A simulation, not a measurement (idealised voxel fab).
process module | voxel capacitor over wiring
cross-section cut | 270 nm wide | cells 5 nm
A cross-section is a grid of square cells, given in bands from the top down. A band is one or more rows of cells.
Each band's line starts with the height of the band's top and of its bottom, in nm. Then come its materials from left to right, each with its width in nm. One material with "throughout" fills the band from edge to edge. "air" is empty space.
Height 0 is the level under which the wafer as received is all one material. The lowest band goes on downwards, as in "0 down".
A width such as "30 to 40" changes by the same amount from each row of cells to the next, from the band's top row to its bottom row.
"no change" after a step means that no cell of the cross-section changed.
closed voids: empty space of 8 cells or more with no open way to the top, each as width x height at its distance from the left edge, in nm
after a step's settings: what the simulator itself notes on the step
overlay nm, on a step with a mask: how far to the right of its planned place the mask lay; to the left if negative
plan
1 op RECEIVE | material Si
2 op CONFORMAL_DEP | material SiO2 | thk nm 15
3 op CONFORMAL_DEP | material SiN | thk nm 5
4 op DIRECTIONAL_DEP | material lowk | thk nm 20
5 op DIRECTIONAL_DEP | material aC | thk nm 10
6 op PATTERN | tone open | mask id METAL_1 | material resist | width nm 20 | pitch nm 75 | thk nm 30 | overlay nm 0
7 op DIRECTIONAL_ETCH | etch materials aC | depth nm 10
8 op STRIP | etch materials resist
9 op DIRECTIONAL_ETCH | etch materials lowk | depth nm 20
10 op DIRECTIONAL_ETCH | etch materials SiN | depth nm 5
11 op STRIP | etch materials aC
12 op CONFORMAL_DEP | material TiN | thk nm 5
13 op FILL_DEP | material W | thk nm 10
14 op CMP | height nm 40
15 op EPI | material Ru | thk nm 5
16 op FILL_DEP | material SiCN | thk nm 5
17 op DIRECTIONAL_DEP | material lowk | thk nm 20
18 op DIRECTIONAL_DEP | material aC | thk nm 15
19 op PATTERN | tone open | mask id PLUG_1 | material resist | width nm 15 | thk nm 35 | overlay nm 0
20 op DIRECTIONAL_ETCH | etch materials aC | depth nm 15
21 op STRIP | etch materials resist
22 op DIRECTIONAL_ETCH | etch materials lowk | depth nm 20
23 op DIRECTIONAL_ETCH | etch materials SiCN | depth nm 5
24 op STRIP | etch materials aC
25 op CONFORMAL_DEP | material TiN | thk nm 5
26 op FILL_DEP | material W | thk nm 10
27 op CMP | height nm 70
28 op DIRECTIONAL_DEP | material TiN | thk nm 10
29 op DIRECTIONAL_DEP | material SiN | thk nm 5
30 op DIRECTIONAL_DEP | material TiN | thk nm 5
31 op MASKED_ETCH | tone cover | mask id UPPER_PLATE | width nm 60 | etch materials TiN | depth nm 5 | overlay nm 0
32 op MASKED_ETCH | tone cover | mask id UPPER_PLATE | width nm 60 | etch materials SiN | depth nm 5 | overlay nm 0
33 op PATTERN | tone cover | mask id LOWER_PLATE | material resist | width nm 70 | thk nm 15 | overlay nm 0
34 op DIRECTIONAL_ETCH | etch materials TiN | depth nm 10
35 op STRIP | etch materials resist
36 op FILL_DEP | material SiO2 | thk nm 15
37 op CMP | height nm 100
38 op DIRECTIONAL_DEP | material aC | thk nm 10
39 op PATTERN | tone open | mask id PLUG_2 | material resist | width nm 15 | thk nm 30 | overlay nm 0
40 op DIRECTIONAL_ETCH | etch materials aC | depth nm 10
41 op STRIP | etch materials resist
42 op DIRECTIONAL_ETCH | etch materials SiO2 | depth nm 10
43 op STRIP | etch materials aC
44 op CONFORMAL_DEP | material TiN | thk nm 5
45 op FILL_DEP | material Ru | thk nm 10
46 op CMP | height nm 100
47 op CONFORMAL_DEP | material SiN | thk nm 5
as received, after step 1
  0 down: Si throughout
  closed voids: none
first wafer at the end, as planned
  105 to 100: SiN throughout
  100 to 95: SiO2 100 | TiN 5 | Ru 5 | TiN 5 | SiO2 155
  95 to 85: SiO2 100 to 90 | TiN 15 to 60 | SiO2 155 to 120
  85 to 80: SiO2 90 | SiN 60 | SiO2 120
  80 to 70: SiO2 85 | TiN 70 | SiO2 115
  70 to 50: lowk 90 | TiN 5 | W 5 | TiN 5 | lowk 165
  50 to 45: SiCN 90 | TiN 15 | SiCN 165
  45 to 40: SiCN 80 | Ru 30 | SiCN 45 | Ru 30 | SiCN 85
  40 to 20: lowk 85 | TiN 5 | W 10 | TiN 5 | lowk 55 | TiN 5 | W 10 | TiN 5 | lowk 90
  20 to 15: SiN 85 | TiN 20 | SiN 55 | TiN 20 | SiN 90
  15 to 0: SiO2 throughout
  0 down: Si throughout
  closed voids: none
second wafer at the end: like start, like plan, one mistake
  105 to 100: SiN throughout
  100 to 95: SiO2 100 | TiN 5 | Ru 5 | TiN 5 | SiO2 155
  95 to 85: SiO2 100 to 90 | TiN 15 to 60 | SiO2 155 to 120
  85 to 80: SiO2 90 | SiN 60 | SiO2 120
  80 to 70: SiO2 85 | TiN 70 | SiO2 115
  70 to 60: lowk 90 | TiN 5 | W 5 | TiN 5 | lowk 165
  60 to 55: SiCN 90 | TiN 15 | SiCN 165
  55 to 50: Ru throughout
  50 to 45: W throughout
  45 to 40: TiN 90 | W 10 | TiN 65 | W 10 | TiN 95
  40 to 20: lowk 85 | TiN 5 | W 10 | TiN 5 | lowk 55 | TiN 5 | W 10 | TiN 5 | lowk 90
  20 to 15: SiN 85 | TiN 20 | SiN 55 | TiN 20 | SiN 90
  15 to 0: SiO2 throughout
  0 down: Si throughout
  closed voids: none
what went wrong: step 14 ran as: op CMP | height nm 50
at the end the second wafer has, in cells: 42 more of Ru | 42 fewer of SiCN | 46 more of TiN | 56 more of W | 102 fewer of lowk
